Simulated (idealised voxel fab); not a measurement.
This section sets out a process module, namely voxel self aligned vias.
In the cross-section labelled cut, the width is 220 nm and each square cell is 5 nm.
For the purposes of this document, a cross-section shall be understood as a grid of square cells, specified as bands listed in top-to-bottom order, each band consisting of one or more rows of cells.
Band: top height; bottom height; in nm. Then, left to right: material with width in nm, for each material. "throughout": a single material spanning edge to edge. "air": empty space.
It should be noted that heights are counted from 0, beneath which the wafer as supplied is of one material throughout, and that the lowest band possesses no lower boundary but continues downward, as written in "0 down".
Per-row width for "30->40": begins at first number (top row of band), ends at second number (bottom row), increment between rows held constant.
No cell of the cross-section changed in a step that is given as "no modifications".
So "Closed internal voids" is basically the list of trapped voids: any empty space of 8 cells or more that can't reach the top through an opening. They're written width x height at distance, the distance being from the left edge, and it's all nm.
If you see something after the settings on a step's line, that's the simulator's own remark about that step.
A step line may carry the setting "overlay nm", which, for steps involving a mask, states the distance by which the mask lay to the right of its intended position; negative values denote displacement to the left.
### The following list gives the planned process steps
1 RECEIVE (material Si)
2 CONFORMAL_DEP (material SiO2; thk nm 10)
3 CONFORMAL_DEP (material SiCN; thk nm 5)
4 DIRECTIONAL_DEP (material lowk; thk nm 25)
5 MASKED_ETCH (tone open; mask id LINES; width nm 20; pitch nm 60; etch materials lowk; depth nm 25; overlay nm 0)
6 CONFORMAL_DEP (material TiN; thk nm 5)
7 FILL_DEP (material W; thk nm 5)
8 CMP (height nm 40)
9 SELECTIVE_ETCH (etch materials W Ru TiN; depth nm 5)
10 FILL_DEP (material SiN; thk nm 10)
11 CMP (height nm 40)
12 DIRECTIONAL_DEP (material lowk; thk nm 20)
13 MASKED_ETCH (tone open; mask id VIAS; width nm 40; pitch nm 60; etch materials lowk; depth nm 20; overlay nm 0)
14 MASKED_ETCH (tone open; mask id VIAS; width nm 40; pitch nm 60; etch materials SiN; depth nm 5; overlay nm 0)
15 CONFORMAL_DEP (material TiN; thk nm 5)
16 FILL_DEP (material W; thk nm 5)
17 CMP (height nm 60)
18 CONFORMAL_DEP (material SiN; thk nm 5)
### Cross-sectional view of the wafer in its as-received condition, corresponding to the state after step 1
  0 down | Si throughout
  Closed internal voids: none
### Cross-section: first of two wafers, module finished, run according to plan
  65 to 60 | SiN throughout
  60 to 45 | lowk 60 / TiN 5 / W 30 / TiN 5 / lowk 20 / TiN 5 / W 30 / TiN 5 / lowk 60
  45 to 40 | lowk 60 / TiN 15 / W 10 / TiN 15 / lowk 20 / TiN 15 / W 10 / TiN 15 / lowk 60
  40 to 35 | lowk 70 / TiN 20 / lowk 40 / TiN 20 / lowk 70
  35 to 20 | lowk 70 / TiN 5 / W 10 / TiN 5 / lowk 40 / TiN 5 / W 10 / TiN 5 / lowk 70
  20 to 15 | lowk 70 / TiN 20 / lowk 40 / TiN 20 / lowk 70
  15 to 10 | SiCN throughout
  10 to 0 | SiO2 throughout
  0 down | Si throughout
  Closed internal voids: none
### Cross-section of the latter of the two wafers at module completion. It had an identical start and an identical plan to the former; in running it, one mistake was made
  65 to 60 | SiN throughout
  60 to 40 | W throughout
  40 to 35 | lowk 70 / SiN 20 / lowk 40 / SiN 20 / lowk 70
  35 to 20 | lowk 70 / TiN 5 / W 10 / TiN 5 / lowk 40 / TiN 5 / W 10 / TiN 5 / lowk 70
  20 to 15 | lowk 70 / TiN 20 / lowk 40 / TiN 20 / lowk 70
  15 to 10 | SiCN throughout
  10 to 0 | SiO2 throughout
  0 down | Si throughout
  Closed internal voids: none
It is concluded that the wafer was processed incorrectly with respect to the plan, in that step 12: run off-plan, actual operation and settings DIRECTIONAL_DEP (material W; thk nm 20)
In the final state, the cell counts of the second wafer exceed or fall short of those of the first for the following materials: +8 SiN; -32 TiN; +136 W; -112 lowk
